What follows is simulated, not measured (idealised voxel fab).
Presented below is a process module, voxel fin reveal.
In the cross-section labelled cut, the width is 215 nm and each square cell is 5 nm.
Cross-section = grid of square cells, listed top down in bands; band = one or more rows. Look at the band entry: it leads with the top's height and the bottom's height in nm. Then it lists the materials left to right, with a width in nm for each. The word "full width" on a single material says that material fills the band edge to edge. The word "empty" is empty space. Note: height 0 marks the level under which the wafer is uniformly one material as received. Lowest band unbounded below, written "0 -> down". A width such as "30 to 40" changes by the same amount from each row of cells to the next, from the band's top row to its bottom row. When a step is marked "left unchanged", none of the cells in the cross-section changed during that step. Empty spaces without an open route to the top, at least 8 cells in extent, make up the entry "Closed voids list"; each is given as width x height at distance, where the distance is measured from the left edge, and all are in nm. On a step's line, text after the settings is the simulator commenting on that step. A step's line can hold "overlay nm"; with a mask on that step, the setting says how far right of the planned place the mask lay, while a negative setting says it lay to the left.

Process steps (planned):
- 1: RECEIVE, material Si
- 2: CONFORMAL_DEP, material SiN, thk nm 5
- 3: PATTERN, tone cover, mask id FINS, material resist, width nm 15, pitch nm 45, thk nm 15, overlay nm 0
- 4: DIRECTIONAL_ETCH, etch materials SiN, depth nm 5
- 5: DIRECTIONAL_ETCH, etch materials Si, depth nm 30
- 6: STRIP, etch materials resist
- 7: FILL_DEP, material SiO2, thk nm 10
- 8: CMP, height nm 5
- 9: SELECTIVE_ETCH, etch materials SiO2, depth nm 20
- 10: STRIP, etch materials SiN

First out of two wafers; run went to plan:

Here's what the wafer looked like in cross-section when it arrived - that's after step 1:
	0 -> down: Si full width
	Closed voids list: none

You're looking at a cross-section of the wafer after step 2:
	5 -> 0: SiN full width
	Note: structure below 0 unchanged.

You're looking at a cross-section of the wafer after step 3:
	20 -> 5: empty: 75; resist: 15; empty: 30; resist: 15; empty: 80
	Note: structure below 5 unchanged.

You're looking at a cross-section of the wafer after step 4:
	20 -> 5: empty: 75; resist: 15; empty: 30; resist: 15; empty: 80
	5 -> 0: empty: 75; SiN: 15; empty: 30; SiN: 15; empty: 80
	Note: structure below 0 unchanged.

You're looking at a cross-section of the wafer after step 5:
	20 -> 5: empty: 75; resist: 15; empty: 30; resist: 15; empty: 80
	5 -> 0: empty: 75; SiN: 15; empty: 30; SiN: 15; empty: 80
	0 -> -30: empty: 75; Si: 15; empty: 30; Si: 15; empty: 80
	Note: structure below -30 unchanged.

You're looking at a cross-section of the wafer after step 6:
	5 -> 0: empty: 75; SiN: 15; empty: 30; SiN: 15; empty: 80
	Note: structure below 0 unchanged.

You're looking at a cross-section of the wafer after step 7:
	15 -> 5: SiO2 full width
	5 -> 0: SiO2: 75; SiN: 15; SiO2: 30; SiN: 15; SiO2: 80
	0 -> -30: SiO2: 75; Si: 15; SiO2: 30; Si: 15; SiO2: 80
	Note: structure below -30 unchanged.

You're looking at a cross-section of the wafer after step 8:
	5 -> 0: SiO2: 75; SiN: 15; SiO2: 30; SiN: 15; SiO2: 80
	Note: structure below 0 unchanged.

You're looking at a cross-section of the wafer after step 9:
	5 -> 0: empty: 75; SiN: 15; empty: 30; SiN: 15; empty: 80
	0 -> -15: empty: 75; Si: 15; empty: 30; Si: 15; empty: 80
	Note: structure below -15 unchanged.

You're looking at a cross-section of the wafer after step 10:
	0 -> -15: empty: 75; Si: 15; empty: 30; Si: 15; empty: 80
	Note: structure below -15 unchanged.

Wafer two. Same start, same plan, one slip in execution. Same as wafer one through step 9, inclusive:

What the second wafer looks like in cross-section when step 10 should have wrapped up: left unchanged
What broke from the plan during processing? with respect to the plan, step 10 was omitted and not executed
Cell-count delta at end, second wafer over first, by material: 6 more of SiN
